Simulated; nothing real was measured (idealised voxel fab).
process module | voxel transistor to metal
cross-section cut | 185 nm wide | cells 5 nm
A cross-section is a grid of square cells, given in bands from the top down. A band is one or more rows of cells.
Each band's line starts with the height of the band's top and of its bottom, in nm. Then come its materials from left to right, each with its width in nm. One material with "throughout" fills the band from edge to edge. "air" is empty space.
Height 0 is the level under which the wafer as received is all one material. The lowest band goes on downwards, as in "0 down".
A width such as "30 to 40" changes by the same amount from each row of cells to the next, from the band's top row to its bottom row.
"no change" after a step means that no cell of the cross-section changed.
closed voids: empty space of 8 cells or more with no open way to the top, each as width x height at its distance from the left edge, in nm
after a step's settings: what the simulator itself notes on the step
overlay nm, on a step with a mask: how far to the right of its planned place the mask lay; to the left if negative
plan
1 op RECEIVE | material Si
2 op OXIDIZE | depth nm 5
3 op CONFORMAL_DEP | material SiN | thk nm 10
4 op DIRECTIONAL_DEP | material aC | thk nm 10
5 op PATTERN | tone cover | mask id ACTIVE | material resist | width nm 120 | thk nm 25 | overlay nm 0
6 op DIRECTIONAL_ETCH | etch materials aC | depth nm 10
7 op STRIP | etch materials resist
8 op DIRECTIONAL_ETCH | etch materials SiN | depth nm 10
9 op DIRECTIONAL_ETCH | etch materials SiO2 | depth nm 5
10 op DIRECTIONAL_ETCH | etch materials Si | depth nm 20
11 op STRIP | etch materials aC
12 op OXIDIZE | depth nm 5
13 op FILL_DEP | material SiO2 | thk nm 5
14 op CMP | height nm 10
15 op SELECTIVE_ETCH | etch materials SiO2 | depth nm 5
16 op STRIP | etch materials SiN
17 op SELECTIVE_ETCH | etch materials SiO2 | depth nm 5
18 op OXIDIZE | depth nm 5
19 op DIRECTIONAL_DEP | material polySi | thk nm 25
20 op DIRECTIONAL_DEP | material SiCN | thk nm 10
21 op PATTERN | tone cover | mask id GATE | material resist | width nm 30 | thk nm 15 | overlay nm 0
22 op DIRECTIONAL_ETCH | etch materials SiCN | depth nm 20
23 op DIRECTIONAL_ETCH | etch materials polySi | depth nm 35
24 op STRIP | etch materials resist
25 op CONFORMAL_DEP | material SiO2 | thk nm 5
26 op DIRECTIONAL_ETCH | etch materials SiO2 | depth nm 5
27 op CONFORMAL_DEP | material SiN | thk nm 5
28 op DIRECTIONAL_ETCH | etch materials SiN | depth nm 5
29 op DIRECTIONAL_ETCH | etch materials SiO2 | depth nm 5
30 op DIRECTIONAL_ETCH | etch materials Si | depth nm 5
31 op EPI | material SiGe | thk nm 5
32 op FILL_DEP | material SiO2 | thk nm 5
33 op CMP | height nm 20
34 op STRIP | etch materials polySi
35 op SELECTIVE_ETCH | etch materials SiO2 | depth nm 5
36 op CONFORMAL_DEP | material HfO2 | thk nm 5
37 op CONFORMAL_DEP | material TiN | thk nm 5
38 op FILL_DEP | material W | thk nm 5
39 op CMP | height nm 15
40 op DIRECTIONAL_DEP | material SiO2 | thk nm 15
41 op PATTERN | tone open | mask id CONTACT | material resist | width nm 15 | pitch nm 85 | thk nm 15 | overlay nm 0
42 op DIRECTIONAL_ETCH | etch materials SiO2 | depth nm 40
43 op STRIP | etch materials resist
44 op CONFORMAL_DEP | material TiN | thk nm 5
45 op FILL_DEP | material Ru | thk nm 10
46 op CMP | height nm 30
47 op CONFORMAL_DEP | material SiN | thk nm 5
48 op DIRECTIONAL_DEP | material SiO2 | thk nm 25
49 op PATTERN | tone open | mask id METAL_1 | material resist | width nm 15 | pitch nm 85 | thk nm 20 | overlay nm 0
50 op DIRECTIONAL_ETCH | etch materials SiO2 | depth nm 25
51 op DIRECTIONAL_ETCH | etch materials SiN | depth nm 5
52 op STRIP | etch materials resist
53 op CONFORMAL_DEP | material TiN | thk nm 5
54 op FILL_DEP | material Cu | thk nm 10
55 op CMP | height nm 60
56 op CONFORMAL_DEP | material SiCN | thk nm 5
as received, after step 1
  0 down: Si throughout
  closed voids: none
a wafer at the end: this start, this plan, one mistake
  65 to 60: SiCN throughout
  60 to 35: SiO2 40 | TiN 5 | Cu 5 | TiN 5 | SiO2 70 | TiN 5 | Cu 5 | TiN 5 | SiO2 45
  35 to 30: SiN 40 | TiN 15 | SiN 70 | TiN 15 | SiN 45
  30 to 15: SiO2 40 | TiN 5 | Ru 5 | TiN 5 | SiO2 70 | TiN 5 | Ru 5 | TiN 5 | SiO2 45
  15 to 0: SiO2 40 | TiN 5 | Ru 5 | TiN 5 | SiO2 15 | SiN 5 | HfO2 5 | TiN 5 | W 10 | TiN 5 | HfO2 5 | SiN 5 | SiO2 15 | TiN 5 | Ru 5 | TiN 5 | SiO2 45
  0 to -5: SiO2 40 | TiN 5 | Ru 5 | TiN 5 | SiO2 15 | SiN 5 | HfO2 5 | TiN 20 | HfO2 5 | SiN 5 | SiO2 15 | TiN 5 | Ru 5 | TiN 5 | SiO2 45
  -5 to -10: SiO2 25 | SiN 5 | SiO2 10 | TiN 15 | SiO2 10 | SiGe 5 | SiN 5 | HfO2 30 | SiN 5 | SiGe 5 | SiO2 10 | TiN 15 | SiO2 10 | SiN 5 | SiO2 30
  -10 to -15: SiO2 30 | SiGe 40 | Si 40 | SiGe 40 | SiO2 35
  -15 to -30: SiO2 35 | Si 110 | SiO2 40
  -30 down: Si throughout
  closed voids: none
what went wrong: step 25 was left out
